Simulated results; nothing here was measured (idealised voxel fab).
Name of the process module below: voxel self aligned contacts
Cross-sectional view cut (width: 260 nm; square cell size: 5 nm).
In what follows, cross-sections appear as grids of square cells, described through bands that run from the top down, where every band is one or more rows of cells. Each band's line starts with the height of the band's top and of its bottom, in nm. Then come its materials from left to right, each with its width in nm. One material with "edge to edge" fills the band from edge to edge. "empty" is empty space. Convention: height 0 is the level below which the wafer, as received, is all one material. The lowest band does not terminate at the bottom but continues downward, represented as "0 nm and below". Width: "30..40" (first number = top row, second number = bottom row, same change from row to row of cells). "left unchanged" means the step left every cell of the cross-section as it was. What "Sealed void listing" gives you is every empty space of 8 cells or more that is cut off from the top. Each appears as width x height at distance, with the distance taken from the left edge and width, height and distance all in nm. That trailing text on a step's line, after the settings, is the simulator's own remark on the step. When a step includes a mask, the "overlay nm" setting on its line states how far to the right of its planned place that mask lay, and negative values state how far to the left.
These are the steps we planned for the process
| 1 | RECEIVE (material Si) |
| 2 | OXIDIZE (depth nm 5) |
| 3 | DIRECTIONAL_DEP (material polySi; thk nm 20) |
| 4 | DIRECTIONAL_DEP (material SiN; thk nm 20) |
| 5 | PATTERN (tone cover; mask id GATE; material resist; width nm 35; pitch nm 60; thk nm 15; overlay nm 0) |
| 6 | DIRECTIONAL_ETCH (etch materials SiN; depth nm 20) |
| 7 | DIRECTIONAL_ETCH (etch materials polySi; depth nm 20) |
| 8 | STRIP (etch materials resist) |
| 9 | CONFORMAL_DEP (material SiN; thk nm 5) |
| 10 | DIRECTIONAL_ETCH (etch materials SiN; depth nm 5) |
| 11 | FILL_DEP (material SiO2; thk nm 15) |
| 12 | CMP (height nm 45) |
| 13 | PATTERN (tone open; mask id CONTACT; material resist; width nm 45; thk nm 15; overlay nm 0) |
| 14 | DIRECTIONAL_ETCH (etch materials SiO2; depth nm 50) |
| 15 | STRIP (etch materials resist) |
| 16 | CONFORMAL_DEP (material TiN; thk nm 5) |
| 17 | FILL_DEP (material Ru; thk nm 5) |
| 18 | CMP (height nm 45) |
| 19 | CONFORMAL_DEP (material SiCN; thk nm 5) |
The first of a set of two wafers, run to plan
Delivered wafer in cross-section: state after step 1
* 0 nm and below = Si edge to edge
* Sealed void listing: none
Wafer after step 2 (cross-section)
* 0 nm to -5 nm = SiO2 edge to edge
* No changes below -5.
Wafer after step 3 (cross-section)
* 20 nm to 0 nm = polySi edge to edge
* No changes below 0.
Wafer after step 4 (cross-section)
* 40 nm to 20 nm = SiN edge to edge
* No changes below 20.
Wafer after step 5 (cross-section)
* 55 nm to 40 nm = 80 nm empty / 35 nm resist / 25 nm empty / 35 nm resist / 85 nm empty
* No changes below 40.
Wafer after step 6 (cross-section)
* 55 nm to 40 nm = 80 nm empty / 35 nm resist / 25 nm empty / 35 nm resist / 85 nm empty
* 40 nm to 20 nm = 80 nm empty / 35 nm SiN / 25 nm empty / 35 nm SiN / 85 nm empty
* No changes below 20.
Wafer after step 7 (cross-section)
* 55 nm to 40 nm = 80 nm empty / 35 nm resist / 25 nm empty / 35 nm resist / 85 nm empty
* 40 nm to 20 nm = 80 nm empty / 35 nm SiN / 25 nm empty / 35 nm SiN / 85 nm empty
* 20 nm to 0 nm = 80 nm empty / 35 nm polySi / 25 nm empty / 35 nm polySi / 85 nm empty
* No changes below 0.
Wafer after step 8 (cross-section)
* 40 nm to 20 nm = 80 nm empty / 35 nm SiN / 25 nm empty / 35 nm SiN / 85 nm empty
* No changes below 20.
Wafer after step 9 (cross-section)
* 45 nm to 20 nm = 75 nm empty / 45 nm SiN / 15 nm empty / 45 nm SiN / 80 nm empty
* 20 nm to 5 nm = 75 nm empty / 5 nm SiN / 35 nm polySi / 5 nm SiN / 15 nm empty / 5 nm SiN / 35 nm polySi / 5 nm SiN / 80 nm empty
* 5 nm to 0 nm = 80 nm SiN / 35 nm polySi / 25 nm SiN / 35 nm polySi / 85 nm SiN
* No changes below 0.
Wafer after step 10 (cross-section)
* 40 nm to 20 nm = 75 nm empty / 45 nm SiN / 15 nm empty / 45 nm SiN / 80 nm empty
* 20 nm to 0 nm = 75 nm empty / 5 nm SiN / 35 nm polySi / 5 nm SiN / 15 nm empty / 5 nm SiN / 35 nm polySi / 5 nm SiN / 80 nm empty
* No changes below 0.
Wafer after step 11 (cross-section)
* 55 nm to 40 nm = SiO2 edge to edge
* 40 nm to 20 nm = 75 nm SiO2 / 45 nm SiN / 15 nm SiO2 / 45 nm SiN / 80 nm SiO2
* 20 nm to 0 nm = 75 nm SiO2 / 5 nm SiN / 35 nm polySi / 5 nm SiN / 15 nm SiO2 / 5 nm SiN / 35 nm polySi / 5 nm SiN / 80 nm SiO2
* No changes below 0.
Wafer after step 12 (cross-section)
* 45 nm to 40 nm = SiO2 edge to edge
* No changes below 40.
Wafer after step 13 (cross-section)
* 60 nm to 45 nm = 105 nm resist / 45 nm empty / 110 nm resist
* No changes below 45.
Wafer after step 14 (cross-section)
* 60 nm to 45 nm = 105 nm resist / 45 nm empty / 110 nm resist
* 45 nm to 40 nm = 105 nm SiO2 / 45 nm empty / 110 nm SiO2
* 40 nm to 20 nm = 75 nm SiO2 / 45 nm SiN / 15 nm empty / 45 nm SiN / 80 nm SiO2
* 20 nm to 0 nm = 75 nm SiO2 / 5 nm SiN / 35 nm polySi / 5 nm SiN / 15 nm empty / 5 nm SiN / 35 nm polySi / 5 nm SiN / 80 nm SiO2
* 0 nm to -5 nm = 120 nm SiO2 / 15 nm empty / 125 nm SiO2
* No changes below -5.
Wafer after step 15 (cross-section)
* 45 nm to 40 nm = 105 nm SiO2 / 45 nm empty / 110 nm SiO2
* No changes below 40.
Wafer after step 16 (cross-section)
* 50 nm to 45 nm = 110 nm TiN / 35 nm empty / 115 nm TiN
* 45 nm to 40 nm = 105 nm SiO2 / 20 nm TiN / 5 nm empty / 20 nm TiN / 110 nm SiO2
* 40 nm to 20 nm = 75 nm SiO2 / 45 nm SiN / 5 nm TiN / 5 nm empty / 5 nm TiN / 45 nm SiN / 80 nm SiO2
* 20 nm to 0 nm = 75 nm SiO2 / 5 nm SiN / 35 nm polySi / 5 nm SiN / 5 nm TiN / 5 nm empty / 5 nm TiN / 5 nm SiN / 35 nm polySi / 5 nm SiN / 80 nm SiO2
* 0 nm to -5 nm = 120 nm SiO2 / 15 nm TiN / 125 nm SiO2
* No changes below -5.
Wafer after step 17 (cross-section)
* 55 nm to 50 nm = Ru edge to edge
* 50 nm to 45 nm = 110 nm TiN / 35 nm Ru / 115 nm TiN
* 45 nm to 40 nm = 105 nm SiO2 / 20 nm TiN / 5 nm Ru / 20 nm TiN / 110 nm SiO2
* 40 nm to 20 nm = 75 nm SiO2 / 45 nm SiN / 5 nm TiN / 5 nm Ru / 5 nm TiN / 45 nm SiN / 80 nm SiO2
* 20 nm to 0 nm = 75 nm SiO2 / 5 nm SiN / 35 nm polySi / 5 nm SiN / 5 nm TiN / 5 nm Ru / 5 nm TiN / 5 nm SiN / 35 nm polySi / 5 nm SiN / 80 nm SiO2
* No changes below 0.
Wafer after step 18 (cross-section)
* 45 nm to 40 nm = 105 nm SiO2 / 20 nm TiN / 5 nm Ru / 20 nm TiN / 110 nm SiO2
* No changes below 40.
Wafer after step 19 (cross-section)
* 50 nm to 45 nm = SiCN edge to edge
* No changes below 45.
The second wafer: identical to the first at the outset and in its planned sequence, differing only in that one mistake was made during processing; up to and including step 2, its path is the first wafer's path
Second wafer at the planned finish of step 3, seen in cross-section
* 30 nm to 0 nm = polySi edge to edge
* No changes below 0.
Second wafer at the planned finish of step 4, seen in cross-section
* 50 nm to 30 nm = SiN edge to edge
* No changes below 30.
Second wafer at the planned finish of step 5, seen in cross-section
* 65 nm to 50 nm = 80 nm empty / 35 nm resist / 25 nm empty / 35 nm resist / 85 nm empty
* No changes below 50.
Second wafer at the planned finish of step 6, seen in cross-section
* 65 nm to 50 nm = 80 nm empty / 35 nm resist / 25 nm empty / 35 nm resist / 85 nm empty
* 50 nm to 30 nm = 80 nm empty / 35 nm SiN / 25 nm empty / 35 nm SiN / 85 nm empty
* No changes below 30.
Second wafer at the planned finish of step 7, seen in cross-section
* 65 nm to 50 nm = 80 nm empty / 35 nm resist / 25 nm empty / 35 nm resist / 85 nm empty
* 50 nm to 30 nm = 80 nm empty / 35 nm SiN / 25 nm empty / 35 nm SiN / 85 nm empty
* 30 nm to 10 nm = 80 nm empty / 35 nm polySi / 25 nm empty / 35 nm polySi / 85 nm empty
* No changes below 10.
Second wafer at the planned finish of step 8, seen in cross-section
* 50 nm to 30 nm = 80 nm empty / 35 nm SiN / 25 nm empty / 35 nm SiN / 85 nm empty
* No changes below 30.
Second wafer at the planned finish of step 9, seen in cross-section
* 55 nm to 30 nm = 75 nm empty / 45 nm SiN / 15 nm empty / 45 nm SiN / 80 nm empty
* 30 nm to 15 nm = 75 nm empty / 5 nm SiN / 35 nm polySi / 5 nm SiN / 15 nm empty / 5 nm SiN / 35 nm polySi / 5 nm SiN / 80 nm empty
* 15 nm to 10 nm = 80 nm SiN / 35 nm polySi / 25 nm SiN / 35 nm polySi / 85 nm SiN
* No changes below 10.
Second wafer at the planned finish of step 10, seen in cross-section
* 50 nm to 30 nm = 75 nm empty / 45 nm SiN / 15 nm empty / 45 nm SiN / 80 nm empty
* 30 nm to 10 nm = 75 nm empty / 5 nm SiN / 35 nm polySi / 5 nm SiN / 15 nm empty / 5 nm SiN / 35 nm polySi / 5 nm SiN / 80 nm empty
* No changes below 10.
Second wafer at the planned finish of step 11, seen in cross-section
* 65 nm to 50 nm = SiO2 edge to edge
* 50 nm to 30 nm = 75 nm SiO2 / 45 nm SiN / 15 nm SiO2 / 45 nm SiN / 80 nm SiO2
* 30 nm to 10 nm = 75 nm SiO2 / 5 nm SiN / 35 nm polySi / 5 nm SiN / 15 nm SiO2 / 5 nm SiN / 35 nm polySi / 5 nm SiN / 80 nm SiO2
* No changes below 10.
Second wafer at the planned finish of step 12, seen in cross-section
* 45 nm to 30 nm = 75 nm SiO2 / 45 nm SiN / 15 nm SiO2 / 45 nm SiN / 80 nm SiO2
* No changes below 30.
Second wafer at the planned finish of step 13, seen in cross-section
* 60 nm to 45 nm = 105 nm resist / 45 nm empty / 110 nm resist
* No changes below 45.
Second wafer at the planned finish of step 14, seen in cross-section
* 60 nm to 45 nm = 105 nm resist / 45 nm empty / 110 nm resist
* 45 nm to 30 nm = 75 nm SiO2 / 45 nm SiN / 15 nm empty / 45 nm SiN / 80 nm SiO2
* 30 nm to 10 nm = 75 nm SiO2 / 5 nm SiN / 35 nm polySi / 5 nm SiN / 15 nm empty / 5 nm SiN / 35 nm polySi / 5 nm SiN / 80 nm SiO2
* No changes below 10.
Second wafer at the planned finish of step 15, seen in cross-section
* 45 nm to 30 nm = 75 nm SiO2 / 45 nm SiN / 15 nm empty / 45 nm SiN / 80 nm SiO2
* No changes below 30.
Second wafer at the planned finish of step 16, seen in cross-section
* 50 nm to 45 nm = 125 nm TiN / 5 nm empty / 130 nm TiN
* 45 nm to 30 nm = 75 nm SiO2 / 45 nm SiN / 5 nm TiN / 5 nm empty / 5 nm TiN / 45 nm SiN / 80 nm SiO2
* 30 nm to 15 nm = 75 nm SiO2 / 5 nm SiN / 35 nm polySi / 5 nm SiN / 5 nm TiN / 5 nm empty / 5 nm TiN / 5 nm SiN / 35 nm polySi / 5 nm SiN / 80 nm SiO2
* 15 nm to 10 nm = 75 nm SiO2 / 5 nm SiN / 35 nm polySi / 5 nm SiN / 15 nm TiN / 5 nm SiN / 35 nm polySi / 5 nm SiN / 80 nm SiO2
* No changes below 10.
Second wafer at the planned finish of step 17, seen in cross-section
* 55 nm to 50 nm = Ru edge to edge
* 50 nm to 45 nm = 125 nm TiN / 5 nm Ru / 130 nm TiN
* 45 nm to 30 nm = 75 nm SiO2 / 45 nm SiN / 5 nm TiN / 5 nm Ru / 5 nm TiN / 45 nm SiN / 80 nm SiO2
* 30 nm to 15 nm = 75 nm SiO2 / 5 nm SiN / 35 nm polySi / 5 nm SiN / 5 nm TiN / 5 nm Ru / 5 nm TiN / 5 nm SiN / 35 nm polySi / 5 nm SiN / 80 nm SiO2
* No changes below 15.
Second wafer at the planned finish of step 18, seen in cross-section
* 45 nm to 30 nm = 75 nm SiO2 / 45 nm SiN / 5 nm TiN / 5 nm Ru / 5 nm TiN / 45 nm SiN / 80 nm SiO2
* No changes below 30.
Second wafer at the planned finish of step 19, seen in cross-section
* 50 nm to 45 nm = SiCN edge to edge
* No changes below 45.
Short version of what went wrong: step 3 off recipe, ran as DIRECTIONAL_DEP (material polySi; thk nm 30)
Count the cells at the end and the second wafer has more or fewer of some materials than the first: -3 Ru | -18 SiN | -71 SiO2 | -12 TiN | +104 polySi
